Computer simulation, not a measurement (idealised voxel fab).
The name of this process module is voxel gate over fins.
Shown is cross-section cut, with a width of 165 nm and square cells of size 5 nm.
A cross-section is a grid of square cells, given in bands from the top down. A band is one or more rows of cells. Band entry format. Leading values: height of top, height of bottom, nm. Remainder: materials in left-to-right order, each with its width in nm. Special words: "everywhere" on a single material, which then fills the band edge to edge; "empty", empty space. Height is counted from the level 0, under which the received wafer is composed throughout of one material. The lowest of the bands is not closed at the bottom but continues downward, in the notation "top 0, no bottom". With a width like "30..40", each row of cells in the band differs from the next by the same amount, the top row carrying the first number and the bottom row the second. Given "no change" for a step, no cell of the cross-section differs between before and after that step. Enclosed voids (no open way to top), threshold 8 cells or more, entry "Sealed void list", notation width x height at distance, distance from left edge, nm. It should be noted that, on the line of a given step, the content following the step's settings is a remark produced by the simulator itself with respect to that step. overlay nm: on a step with a mask, how far right of its planned place the mask lay; negative means left.
This section lists the process steps that were planned
step 1: RECEIVE, material Si
step 2: CONFORMAL_DEP, material SiN, thk nm 5
step 3: PATTERN, tone cover, mask id FINS, material resist, width nm 15, pitch nm 60, thk nm 20, overlay nm 0
step 4: DIRECTIONAL_ETCH, etch materials SiN, depth nm 5
step 5: DIRECTIONAL_ETCH, etch materials Si, depth nm 30
step 6: STRIP, etch materials resist
step 7: OXIDIZE, depth nm 5
step 8: FILL_DEP, material SiO2, thk nm 5
step 9: CMP, height nm 5
step 10: MASKED_ETCH, tone open, mask id RAIL, width nm 15, etch materials SiO2, depth nm 30, overlay nm 0
step 11: CONFORMAL_DEP, material TiN, thk nm 5
step 12: FILL_DEP, material W, thk nm 10
step 13: CMP, height nm 5
step 14: SELECTIVE_ETCH, etch materials W Ru TiN, depth nm 25
step 15: FILL_DEP, material SiO2, thk nm 5
step 16: CMP, height nm 5
step 17: SELECTIVE_ETCH, etch materials SiO2, depth nm 20
step 18: STRIP, etch materials SiN
step 19: CONFORMAL_DEP, material HfO2, thk nm 5
step 20: CONFORMAL_DEP, material TiN, thk nm 5
step 21: FILL_DEP, material W, thk nm 15
step 22: CMP, height nm 20
step 23: CONFORMAL_DEP, material SiN, thk nm 10
Run as planned: first of two wafers
The cross-section here shows the wafer as received, i.e. in its state after step 1
  top 0, no bottom = Si everywhere
  Sealed void list: none
Sectional view: wafer, after step 2
  top 5, bottom 0 = SiN everywhere
  Note: structure below 0 unchanged.
Sectional view: wafer, after step 3
  top 25, bottom 5 = empty: 15  resist: 15  empty: 45  resist: 15  empty: 45  resist: 15  empty: 15
  Note: structure below 5 unchanged.
Sectional view: wafer, after step 4
  top 25, bottom 5 = empty: 15  resist: 15  empty: 45  resist: 15  empty: 45  resist: 15  empty: 15
  top 5, bottom 0 = empty: 15  SiN: 15  empty: 45  SiN: 15  empty: 45  SiN: 15  empty: 15
  Note: structure below 0 unchanged.
Sectional view: wafer, after step 5
  top 25, bottom 5 = empty: 15  resist: 15  empty: 45  resist: 15  empty: 45  resist: 15  empty: 15
  top 5, bottom 0 = empty: 15  SiN: 15  empty: 45  SiN: 15  empty: 45  SiN: 15  empty: 15
  top 0, bottom -30 = empty: 15  Si: 15  empty: 45  Si: 15  empty: 45  Si: 15  empty: 15
  Note: structure below -30 unchanged.
Sectional view: wafer, after step 6
  top 5, bottom 0 = empty: 15  SiN: 15  empty: 45  SiN: 15  empty: 45  SiN: 15  empty: 15
  Note: structure below 0 unchanged.
Sectional view: wafer, after step 7
  top 5, bottom 0 = empty: 15  SiN: 15  empty: 45  SiN: 15  empty: 45  SiN: 15  empty: 15
  top 0, bottom -30 = empty: 15  SiO2: 5  Si: 5  SiO2: 5  empty: 45  SiO2: 5  Si: 5  SiO2: 5  empty: 45  SiO2: 5  Si: 5  SiO2: 5  empty: 15
  top -30, bottom -35 = SiO2: 20  Si: 5  SiO2: 55  Si: 5  SiO2: 55  Si: 5  SiO2: 20
  Note: structure below -35 unchanged.
Sectional view: wafer, after step 8
  top 10, bottom 5 = SiO2 everywhere
  top 5, bottom 0 = SiO2: 15  SiN: 15  SiO2: 45  SiN: 15  SiO2: 45  SiN: 15  SiO2: 15
  top 0, bottom -35 = SiO2: 20  Si: 5  SiO2: 55  Si: 5  SiO2: 55  Si: 5  SiO2: 20
  Note: structure below -35 unchanged.
Sectional view: wafer, after step 9
  top 5, bottom 0 = SiO2: 15  SiN: 15  SiO2: 45  SiN: 15  SiO2: 45  SiN: 15  SiO2: 15
  Note: structure below 0 unchanged.
Sectional view: wafer, after step 10
  top 5, bottom 0 = SiO2: 15  SiN: 15  SiO2: 15  empty: 15  SiO2: 15  SiN: 15  SiO2: 45  SiN: 15  SiO2: 15
  top 0, bottom -25 = SiO2: 20  Si: 5  SiO2: 20  empty: 15  SiO2: 20  Si: 5  SiO2: 55  Si: 5  SiO2: 20
  Note: structure below -25 unchanged.
Sectional view: wafer, after step 11
  top 10, bottom 5 = TiN: 50  empty: 5  TiN: 110
  top 5, bottom 0 = SiO2: 15  SiN: 15  SiO2: 15  TiN: 5  empty: 5  TiN: 5  SiO2: 15  SiN: 15  SiO2: 45  SiN: 15  SiO2: 15
  top 0, bottom -20 = SiO2: 20  Si: 5  SiO2: 20  TiN: 5  empty: 5  TiN: 5  SiO2: 20  Si: 5  SiO2: 55  Si: 5  SiO2: 20
  top -20, bottom -25 = SiO2: 20  Si: 5  SiO2: 20  TiN: 15  SiO2: 20  Si: 5  SiO2: 55  Si: 5  SiO2: 20
  Note: structure below -25 unchanged.
Sectional view: wafer, after step 12
  top 20, bottom 10 = W everywhere
  top 10, bottom 5 = TiN: 50  W: 5  TiN: 110
  top 5, bottom 0 = SiO2: 15  SiN: 15  SiO2: 15  TiN: 5  W: 5  TiN: 5  SiO2: 15  SiN: 15  SiO2: 45  SiN: 15  SiO2: 15
  top 0, bottom -20 = SiO2: 20  Si: 5  SiO2: 20  TiN: 5  W: 5  TiN: 5  SiO2: 20  Si: 5  SiO2: 55  Si: 5  SiO2: 20
  Note: structure below -20 unchanged.
Sectional view: wafer, after step 13
  top 5, bottom 0 = SiO2: 15  SiN: 15  SiO2: 15  TiN: 5  W: 5  TiN: 5  SiO2: 15  SiN: 15  SiO2: 45  SiN: 15  SiO2: 15
  Note: structure below 0 unchanged.
Sectional view: wafer, after step 14
  top 5, bottom 0 = SiO2: 15  SiN: 15  SiO2: 15  empty: 15  SiO2: 15  SiN: 15  SiO2: 45  SiN: 15  SiO2: 15
  top 0, bottom -20 = SiO2: 20  Si: 5  SiO2: 20  empty: 15  SiO2: 20  Si: 5  SiO2: 55  Si: 5  SiO2: 20
  Note: structure below -20 unchanged.
Sectional view: wafer, after step 15
  top 10, bottom 5 = SiO2 everywhere
  top 5, bottom 0 = SiO2: 15  SiN: 15  SiO2: 45  SiN: 15  SiO2: 45  SiN: 15  SiO2: 15
  top 0, bottom -20 = SiO2: 20  Si: 5  SiO2: 55  Si: 5  SiO2: 55  Si: 5  SiO2: 20
  Note: structure below -20 unchanged.
Sectional view: wafer, after step 16
  top 5, bottom 0 = SiO2: 15  SiN: 15  SiO2: 45  SiN: 15  SiO2: 45  SiN: 15  SiO2: 15
  Note: structure below 0 unchanged.
Sectional view: wafer, after step 17
  top 5, bottom 0 = empty: 15  SiN: 15  empty: 45  SiN: 15  empty: 45  SiN: 15  empty: 15
  top 0, bottom -15 = empty: 20  Si: 5  empty: 55  Si: 5  empty: 55  Si: 5  empty: 20
  Note: structure below -15 unchanged.
Sectional view: wafer, after step 18
  top 0, bottom -15 = empty: 20  Si: 5  empty: 55  Si: 5  empty: 55  Si: 5  empty: 20
  Note: structure below -15 unchanged.
Sectional view: wafer, after step 19
  top 5, bottom 0 = empty: 15  HfO2: 15  empty: 45  HfO2: 15  empty: 45  HfO2: 15  empty: 15
  top 0, bottom -10 = empty: 15  HfO2: 5  Si: 5  HfO2: 5  empty: 45  HfO2: 5  Si: 5  HfO2: 5  empty: 45  HfO2: 5  Si: 5  HfO2: 5  empty: 15
  top -10, bottom -15 = HfO2: 20  Si: 5  HfO2: 55  Si: 5  HfO2: 55  Si: 5  HfO2: 20
  Note: structure below -15 unchanged.
Sectional view: wafer, after step 20
  top 10, bottom 5 = empty: 10  TiN: 25  empty: 35  TiN: 25  empty: 35  TiN: 25  empty: 10
  top 5, bottom 0 = empty: 10  TiN: 5  HfO2: 15  TiN: 5  empty: 35  TiN: 5  HfO2: 15  TiN: 5  empty: 35  TiN: 5  HfO2: 15  TiN: 5  empty: 10
  top 0, bottom -5 = empty: 10  TiN: 5  HfO2: 5  Si: 5  HfO2: 5  TiN: 5  empty: 35  TiN: 5  HfO2: 5  Si: 5  HfO2: 5  TiN: 5  empty: 35  TiN: 5  HfO2: 5  Si: 5  HfO2: 5  TiN: 5  empty: 10
  top -5, bottom -10 = TiN: 15  HfO2: 5  Si: 5  HfO2: 5  TiN: 45  HfO2: 5  Si: 5  HfO2: 5  TiN: 45  HfO2: 5  Si: 5  HfO2: 5  TiN: 15
  Note: structure below -10 unchanged.
Sectional view: wafer, after step 21
  top 25, bottom 10 = W everywhere
  top 10, bottom 5 = W: 10  TiN: 25  W: 35  TiN: 25  W: 35  TiN: 25  W: 10
  top 5, bottom 0 = W: 10  TiN: 5  HfO2: 15  TiN: 5  W: 35  TiN: 5  HfO2: 15  TiN: 5  W: 35  TiN: 5  HfO2: 15  TiN: 5  W: 10
  top 0, bottom -5 = W: 10  TiN: 5  HfO2: 5  Si: 5  HfO2: 5  TiN: 5  W: 35  TiN: 5  HfO2: 5  Si: 5  HfO2: 5  TiN: 5  W: 35  TiN: 5  HfO2: 5  Si: 5  HfO2: 5  TiN: 5  W: 10
  Note: structure below -5 unchanged.
Sectional view: wafer, after step 22
  top 20, bottom 10 = W everywhere
  Note: structure below 10 unchanged.
Sectional view: wafer, after step 23
  top 30, bottom 20 = SiN everywhere
  Note: structure below 20 unchanged.
For the second wafer, take the first wafer's start and plan, then add one mistake made in running it; everything through step 18, that step included, is shared with the first
Cross-sectional representation of the second wafer at the time designated in the plan for the completion of step 19: no change
Cross-sectional representation of the second wafer at the time designated in the plan for the completion of step 20
  top 5, bottom 0 = empty: 15  TiN: 15  empty: 45  TiN: 15  empty: 45  TiN: 15  empty: 15
  top 0, bottom -10 = empty: 15  TiN: 5  Si: 5  TiN: 5  empty: 45  TiN: 5  Si: 5  TiN: 5  empty: 45  TiN: 5  Si: 5  TiN: 5  empty: 15
  top -10, bottom -15 = TiN: 20  Si: 5  TiN: 55  Si: 5  TiN: 55  Si: 5  TiN: 20
  Note: structure below -15 unchanged.
Cross-sectional representation of the second wafer at the time designated in the plan for the completion of step 21
  top 20, bottom 5 = W everywhere
  top 5, bottom 0 = W: 15  TiN: 15  W: 45  TiN: 15  W: 45  TiN: 15  W: 15
  top 0, bottom -10 = W: 15  TiN: 5  Si: 5  TiN: 5  W: 45  TiN: 5  Si: 5  TiN: 5  W: 45  TiN: 5  Si: 5  TiN: 5  W: 15
  Note: structure below -10 unchanged.
Cross-sectional representation of the second wafer at the time designated in the plan for the completion of step 22: no change
Cross-sectional representation of the second wafer at the time designated in the plan for the completion of step 23
  top 30, bottom 20 = SiN everywhere
  Note: structure below 20 unchanged.
Misprocessing identified: execution of step 19 of the plan did not take place, the step having been omitted
End of process, cell counts, second wafer against first, materials with more or fewer: -51 HfO2, +51 W
